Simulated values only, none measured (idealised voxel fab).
process module | voxel capacitor over wiring
cross-section cut | 270 nm wide | cells 5 nm
A cross-section is a grid of square cells, given in bands from the top down. A band is one or more rows of cells.
Each band's line starts with the height of the band's top and of its bottom, in nm. Then come its materials from left to right, each with its width in nm. One material with "throughout" fills the band from edge to edge. "air" is empty space.
Height 0 is the level under which the wafer as received is all one material. The lowest band goes on downwards, as in "0 down".
A width such as "30 to 40" changes by the same amount from each row of cells to the next, from the band's top row to its bottom row.
"no change" after a step means that no cell of the cross-section changed.
closed voids: empty space of 8 cells or more with no open way to the top, each as width x height at its distance from the left edge, in nm
after a step's settings: what the simulator itself notes on the step
overlay nm, on a step with a mask: how far to the right of its planned place the mask lay; to the left if negative
plan
1 op RECEIVE | material Si
2 op CONFORMAL_DEP | material SiO2 | thk nm 15
3 op CONFORMAL_DEP | material SiCN | thk nm 5
4 op DIRECTIONAL_DEP | material SiO2 | thk nm 25
5 op MASKED_ETCH | tone open | mask id METAL_1 | width nm 20 | pitch nm 90 | etch materials SiO2 | depth nm 25 | overlay nm 0
6 op MASKED_ETCH | tone open | mask id METAL_1 | width nm 20 | pitch nm 90 | etch materials SiCN | depth nm 5 | overlay nm 0
7 op CONFORMAL_DEP | material TiN | thk nm 5
8 op FILL_DEP | material Cu | thk nm 10
9 op CMP | height nm 45
10 op EPI | material Ru | thk nm 5
11 op FILL_DEP | material SiCN | thk nm 5
12 op DIRECTIONAL_DEP | material lowk | thk nm 10
13 op MASKED_ETCH | tone open | mask id PLUG_1 | width nm 15 | etch materials lowk | depth nm 10 | overlay nm 0
14 op MASKED_ETCH | tone open | mask id PLUG_1 | width nm 15 | etch materials SiCN | depth nm 5 | overlay nm 0
15 op CONFORMAL_DEP | material TiN | thk nm 5
16 op FILL_DEP | material W | thk nm 10
17 op CMP | height nm 65
18 op DIRECTIONAL_DEP | material TiN | thk nm 5
19 op DIRECTIONAL_DEP | material HfO2 | thk nm 5
20 op DIRECTIONAL_DEP | material TiN | thk nm 10
21 op MASKED_ETCH | tone cover | mask id UPPER_PLATE | width nm 75 | etch materials TiN | depth nm 10 | overlay nm 0
22 op MASKED_ETCH | tone cover | mask id UPPER_PLATE | width nm 75 | etch materials HfO2 | depth nm 5 | overlay nm 0
23 op MASKED_ETCH | tone cover | mask id LOWER_PLATE | width nm 85 | etch materials TiN | depth nm 5 | overlay nm 0
24 op FILL_DEP | material SiO2 | thk nm 20
25 op CMP | height nm 100
26 op MASKED_ETCH | tone open | mask id PLUG_2 | width nm 15 | etch materials SiO2 | depth nm 15 | overlay nm 0
27 op CONFORMAL_DEP | material TiN | thk nm 5
28 op FILL_DEP | material W | thk nm 10
29 op CMP | height nm 100
30 op CONFORMAL_DEP | material SiCN | thk nm 5
as received, after step 1
  0 down: Si throughout
  closed voids: none
a wafer at the end: this start, this plan, one mistake
  105 to 100: SiCN throughout
  100 to 90: SiO2 95 | TiN 5 | W 5 | TiN 5 | SiO2 160
  90 to 85: SiO2 95 | TiN 15 | SiO2 160
  85 to 75: SiO2 85 | TiN 75 | SiO2 110
  75 to 70: SiO2 85 | HfO2 75 | SiO2 110
  70 to 65: SiO2 80 | TiN 85 | SiO2 105
  65 to 55: lowk 85 | TiN 5 | W 5 | TiN 5 | lowk 170
  55 to 50: SiCN 85 | TiN 15 | SiCN 170
  50 to 45: SiCN 80 | Ru 25 | SiCN 65 | Ru 25 | SiCN 75
  45 to 20: SiO2 85 | TiN 5 | Cu 5 | TiN 5 | SiO2 75 | TiN 5 | Cu 5 | TiN 5 | SiO2 80
  20 to 15: SiCN 85 | TiN 15 | SiCN 75 | TiN 15 | SiCN 80
  15 to 0: SiO2 throughout
  0 down: Si throughout
  closed voids: none
what went wrong: step 5 ran as: op MASKED_ETCH | tone open | mask id METAL_1 | width nm 15 | pitch nm 90 | etch materials SiO2 | depth nm 25 | overlay nm 0
